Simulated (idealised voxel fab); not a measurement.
process module | voxel transistor to metal
cross-section cut | 295 nm wide | cells 5 nm
A cross-section is a grid of square cells, given in bands from the top down. A band is one or more rows of cells.
Each band's line starts with the height of the band's top and of its bottom, in nm. Then come its materials from left to right, each with its width in nm. One material with "throughout" fills the band from edge to edge. "air" is empty space.
Height 0 is the level under which the wafer as received is all one material. The lowest band goes on downwards, as in "0 down".
A width such as "30 to 40" changes by the same amount from each row of cells to the next, from the band's top row to its bottom row.
"no change" after a step means that no cell of the cross-section changed.
closed voids: empty space of 8 cells or more with no open way to the top, each as width x height at its distance from the left edge, in nm
after a step's settings: what the simulator itself notes on the step
overlay nm, on a step with a mask: how far to the right of its planned place the mask lay; to the left if negative
plan
1 op RECEIVE | material Si
2 op CONFORMAL_DEP | material SiO2 | thk nm 5
3 op CONFORMAL_DEP | material SiN | thk nm 15
4 op MASKED_ETCH | tone cover | mask id ACTIVE | width nm 110 | pitch nm 130 | etch materials SiN | depth nm 15 | overlay nm 0
5 op MASKED_ETCH | tone cover | mask id ACTIVE | width nm 110 | pitch nm 130 | etch materials SiO2 | depth nm 5 | overlay nm 0
6 op MASKED_ETCH | tone cover | mask id ACTIVE | width nm 110 | pitch nm 130 | etch materials Si | depth nm 30 | overlay nm 0
7 op FILL_DEP | material SiO2 | thk nm 10
8 op CMP | height nm 20
9 op SELECTIVE_ETCH | etch materials SiO2 | depth nm 15
10 op STRIP | etch materials SiN
11 op SELECTIVE_ETCH | etch materials SiO2 | depth nm 5
12 op OXIDIZE | depth nm 5
13 op DIRECTIONAL_DEP | material polySi | thk nm 30
14 op DIRECTIONAL_DEP | material SiCN | thk nm 10
15 op DIRECTIONAL_DEP | material aC | thk nm 10
16 op PATTERN | tone cover | mask id GATE | material resist | width nm 20 | pitch nm 130 | thk nm 25 | overlay nm 0
17 op DIRECTIONAL_ETCH | etch materials aC | depth nm 10
18 op STRIP | etch materials resist
19 op DIRECTIONAL_ETCH | etch materials SiCN | depth nm 20
20 op DIRECTIONAL_ETCH | etch materials polySi | depth nm 40
21 op STRIP | etch materials aC
22 op CONFORMAL_DEP | material SiO2 | thk nm 5
23 op DIRECTIONAL_ETCH | etch materials SiO2 | depth nm 5
24 op CONFORMAL_DEP | material SiN | thk nm 5
25 op DIRECTIONAL_ETCH | etch materials SiN | depth nm 5
26 op DIRECTIONAL_ETCH | etch materials SiO2 | depth nm 5
27 op EPI | material SiGe | thk nm 5
28 op FILL_DEP | material SiO2 | thk nm 5
29 op CMP | height nm 40
30 op DIRECTIONAL_DEP | material SiO2 | thk nm 15
31 op DIRECTIONAL_DEP | material aC | thk nm 10
32 op PATTERN | tone open | mask id CONTACT | material resist | width nm 20 | thk nm 30 | overlay nm 0
33 op DIRECTIONAL_ETCH | etch materials aC | depth nm 10
34 op STRIP | etch materials resist
35 op DIRECTIONAL_ETCH | etch materials SiO2 | depth nm 55
36 op STRIP | etch materials aC
37 op CONFORMAL_DEP | material TiN | thk nm 5
38 op FILL_DEP | material Ru | thk nm 5
39 op CMP | height nm 55
40 op CONFORMAL_DEP | material SiN | thk nm 5
41 op DIRECTIONAL_DEP | material lowk | thk nm 25
42 op DIRECTIONAL_DEP | material aC | thk nm 15
43 op PATTERN | tone open | mask id METAL_1 | material resist | width nm 20 | thk nm 35 | overlay nm 0
44 op DIRECTIONAL_ETCH | etch materials aC | depth nm 15
45 op STRIP | etch materials resist
46 op DIRECTIONAL_ETCH | etch materials lowk | depth nm 25
47 op DIRECTIONAL_ETCH | etch materials SiN | depth nm 5
48 op STRIP | etch materials aC
49 op CONFORMAL_DEP | material TiN | thk nm 5
50 op FILL_DEP | material W | thk nm 10
51 op CMP | height nm 85
52 op EPI | material Ru | thk nm 5
53 op FILL_DEP | material SiCN | thk nm 5
54 op DIRECTIONAL_DEP | material SiO2 | thk nm 25
55 op DIRECTIONAL_DEP | material aC | thk nm 10
56 op PATTERN | tone open | mask id METAL_2 | material resist | width nm 20 | pitch nm 130 | thk nm 25 | overlay nm -15
57 op DIRECTIONAL_ETCH | etch materials aC | depth nm 10
58 op STRIP | etch materials resist
59 op DIRECTIONAL_ETCH | etch materials SiO2 | depth nm 15
60 op STRIP | etch materials aC
61 op DIRECTIONAL_DEP | material aC | thk nm 10
62 op PATTERN | tone open | mask id METAL_2_HOLES | material resist | width nm 15 | pitch nm 130 | thk nm 25 | overlay nm 0
63 op DIRECTIONAL_ETCH | etch materials aC | depth nm 10
64 op STRIP | etch materials resist
65 op DIRECTIONAL_ETCH | etch materials SiO2 | depth nm 10
66 op DIRECTIONAL_ETCH | etch materials SiCN | depth nm 5
67 op STRIP | etch materials aC
68 op CONFORMAL_DEP | material TiN | thk nm 5
69 op FILL_DEP | material Cu | thk nm 10
70 op CMP | height nm 120
71 op CONFORMAL_DEP | material SiCN | thk nm 5
varied across the wafers: overlay nm of step 56. The plan shows the first wafer's value. All wafers start alike
first wafer as received, after step 1
  0 down: Si throughout
  closed voids: none
first wafer at the end, after step 71
  125 to 120: SiCN throughout
  120 to 110: SiO2 15 | TiN 5 | Cu 20 to 10 | TiN 5 to 15 | SiO2 100 | TiN 5 | Cu 20 to 10 | TiN 5 to 15 | SiO2 120
  110 to 105: SiO2 15 | TiN 20 | SiO2 110 | TiN 20 | SiO2 130
  105 to 95: SiO2 30 | TiN 5 | SiO2 125 | TiN 5 | SiO2 130
  95 to 90: SiCN 30 | TiN 5 | SiCN 125 | TiN 5 | SiCN 130
  90 to 85: SiCN 25 | Ru 30 | SiCN 50 | Ru 30 | SiCN 20 | Ru 30 | SiCN 50 | Ru 30 | SiCN 30
  85 to 60: lowk 30 | TiN 5 | W 10 | TiN 5 | lowk 60 | TiN 5 | W 10 | TiN 5 | lowk 30 | TiN 5 | W 10 | TiN 5 | lowk 60 | TiN 5 | W 10 | TiN 5 | lowk 35
  60 to 55: SiN 30 | TiN 20 | SiN 60 | TiN 20 | SiN 30 | TiN 20 | SiN 60 | TiN 20 | SiN 35
  55 to 40: SiO2 30 | TiN 5 | Ru 10 | TiN 5 | SiO2 60 | TiN 5 | Ru 10 | TiN 5 | SiO2 30 | TiN 5 | Ru 10 | TiN 5 | SiO2 60 | TiN 5 | Ru 10 | TiN 5 | SiO2 35
  40 to 30: SiO2 30 | TiN 5 | Ru 10 | TiN 5 | SiO2 10 | SiN 5 | SiO2 5 | SiCN 20 | SiO2 5 | SiN 5 | SiO2 10 | TiN 5 | Ru 10 | TiN 5 | SiO2 30 | TiN 5 | Ru 10 | TiN 5 | SiO2 10 | SiN 5 | SiO2 5 | SiCN 20 | SiO2 5 | SiN 5 | SiO2 10 | TiN 5 | Ru 10 | TiN 5 | SiO2 35
  30 to 5: SiO2 30 | TiN 5 | Ru 10 | TiN 5 | SiO2 10 | SiN 5 | SiO2 5 | polySi 20 | SiO2 5 | SiN 5 | SiO2 10 | TiN 5 | Ru 10 | TiN 5 | SiO2 30 | TiN 5 | Ru 10 | TiN 5 | SiO2 10 | SiN 5 | SiO2 5 | polySi 20 | SiO2 5 | SiN 5 | SiO2 10 | TiN 5 | Ru 10 | TiN 5 | SiO2 35
  5 to 0: SiO2 30 | TiN 20 | SiO2 10 | SiN 5 | SiO2 5 | polySi 20 | SiO2 5 | SiN 5 | SiO2 10 | TiN 20 | SiO2 30 | TiN 20 | SiO2 10 | SiN 5 | SiO2 5 | polySi 20 | SiO2 5 | SiN 5 | SiO2 10 | TiN 20 | SiO2 35
  0 to -5: SiO2 20 | SiGe 40 | SiO2 40 | SiGe 40 | SiO2 10 | SiGe 40 | SiO2 40 | SiGe 40 | SiO2 25
  -5 to -30: SiO2 25 | Si 110 | SiO2 20 | Si 110 | SiO2 30
  -30 down: Si throughout
  closed voids: none
last wafer at the end
  125 to 120: SiCN throughout
  120 to 110: SiO2 30 | TiN 5 to 20 | Cu 25 to 10 | TiN 5 | SiO2 95 | TiN 5 to 20 | Cu 25 to 10 | TiN 5 | SiO2 100
  110 to 105: SiO2 45 | TiN 20 | SiO2 110 | TiN 20 | SiO2 100
  105 to 95: SiO2 throughout
  95 to 90: SiCN throughout
  90 to 85: SiCN 25 | Ru 30 | SiCN 50 | Ru 30 | SiCN 20 | Ru 30 | SiCN 50 | Ru 30 | SiCN 30
  85 to 60: lowk 30 | TiN 5 | W 10 | TiN 5 | lowk 60 | TiN 5 | W 10 | TiN 5 | lowk 30 | TiN 5 | W 10 | TiN 5 | lowk 60 | TiN 5 | W 10 | TiN 5 | lowk 35
  60 to 55: SiN 30 | TiN 20 | SiN 60 | TiN 20 | SiN 30 | TiN 20 | SiN 60 | TiN 20 | SiN 35
  55 to 40: SiO2 30 | TiN 5 | Ru 10 | TiN 5 | SiO2 60 | TiN 5 | Ru 10 | TiN 5 | SiO2 30 | TiN 5 | Ru 10 | TiN 5 | SiO2 60 | TiN 5 | Ru 10 | TiN 5 | SiO2 35
  40 to 30: SiO2 30 | TiN 5 | Ru 10 | TiN 5 | SiO2 10 | SiN 5 | SiO2 5 | SiCN 20 | SiO2 5 | SiN 5 | SiO2 10 | TiN 5 | Ru 10 | TiN 5 | SiO2 30 | TiN 5 | Ru 10 | TiN 5 | SiO2 10 | SiN 5 | SiO2 5 | SiCN 20 | SiO2 5 | SiN 5 | SiO2 10 | TiN 5 | Ru 10 | TiN 5 | SiO2 35
  30 to 5: SiO2 30 | TiN 5 | Ru 10 | TiN 5 | SiO2 10 | SiN 5 | SiO2 5 | polySi 20 | SiO2 5 | SiN 5 | SiO2 10 | TiN 5 | Ru 10 | TiN 5 | SiO2 30 | TiN 5 | Ru 10 | TiN 5 | SiO2 10 | SiN 5 | SiO2 5 | polySi 20 | SiO2 5 | SiN 5 | SiO2 10 | TiN 5 | Ru 10 | TiN 5 | SiO2 35
  5 to 0: SiO2 30 | TiN 20 | SiO2 10 | SiN 5 | SiO2 5 | polySi 20 | SiO2 5 | SiN 5 | SiO2 10 | TiN 20 | SiO2 30 | TiN 20 | SiO2 10 | SiN 5 | SiO2 5 | polySi 20 | SiO2 5 | SiN 5 | SiO2 10 | TiN 20 | SiO2 35
  0 to -5: SiO2 20 | SiGe 40 | SiO2 40 | SiGe 40 | SiO2 10 | SiGe 40 | SiO2 40 | SiGe 40 | SiO2 25
  -5 to -30: SiO2 25 | Si 110 | SiO2 20 | Si 110 | SiO2 30
  -30 down: Si throughout
  closed voids: none
each wafer at the end: cells of each material gained (+) or lost (-) since it was received, then its closed voids
overlay nm -15 | +12 Cu | +104 Ru | -134 Si | +167 SiCN | +32 SiGe | +75 SiN | +738 SiO2 | +178 TiN | +40 W | +215 lowk | +48 polySi | closed voids: none
overlay nm -10 | +10 Cu | +104 Ru | -134 Si | +165 SiCN | +32 SiGe | +75 SiN | +738 SiO2 | +182 TiN | +40 W | +215 lowk | +48 polySi | closed voids: none
overlay nm -5 | +14 Cu | +104 Ru | -134 Si | +163 SiCN | +32 SiGe | +75 SiN | +738 SiO2 | +180 TiN | +40 W | +215 lowk | +48 polySi | closed voids: none
overlay nm 0 | +14 Cu | +104 Ru | -134 Si | +163 SiCN | +32 SiGe | +75 SiN | +738 SiO2 | +180 TiN | +40 W | +215 lowk | +48 polySi | closed voids: none
overlay nm 5 | +10 Cu | +104 Ru | -134 Si | +165 SiCN | +32 SiGe | +75 SiN | +738 SiO2 | +182 TiN | +40 W | +215 lowk | +48 polySi | closed voids: none
overlay nm 10 | +12 Cu | +104 Ru | -134 Si | +167 SiCN | +32 SiGe | +75 SiN | +738 SiO2 | +178 TiN | +40 W | +215 lowk | +48 polySi | closed voids: none
overlay nm 15 | +14 Cu | +104 Ru | -134 Si | +169 SiCN | +32 SiGe | +75 SiN | +738 SiO2 | +174 TiN | +40 W | +215 lowk | +48 polySi | closed voids: none
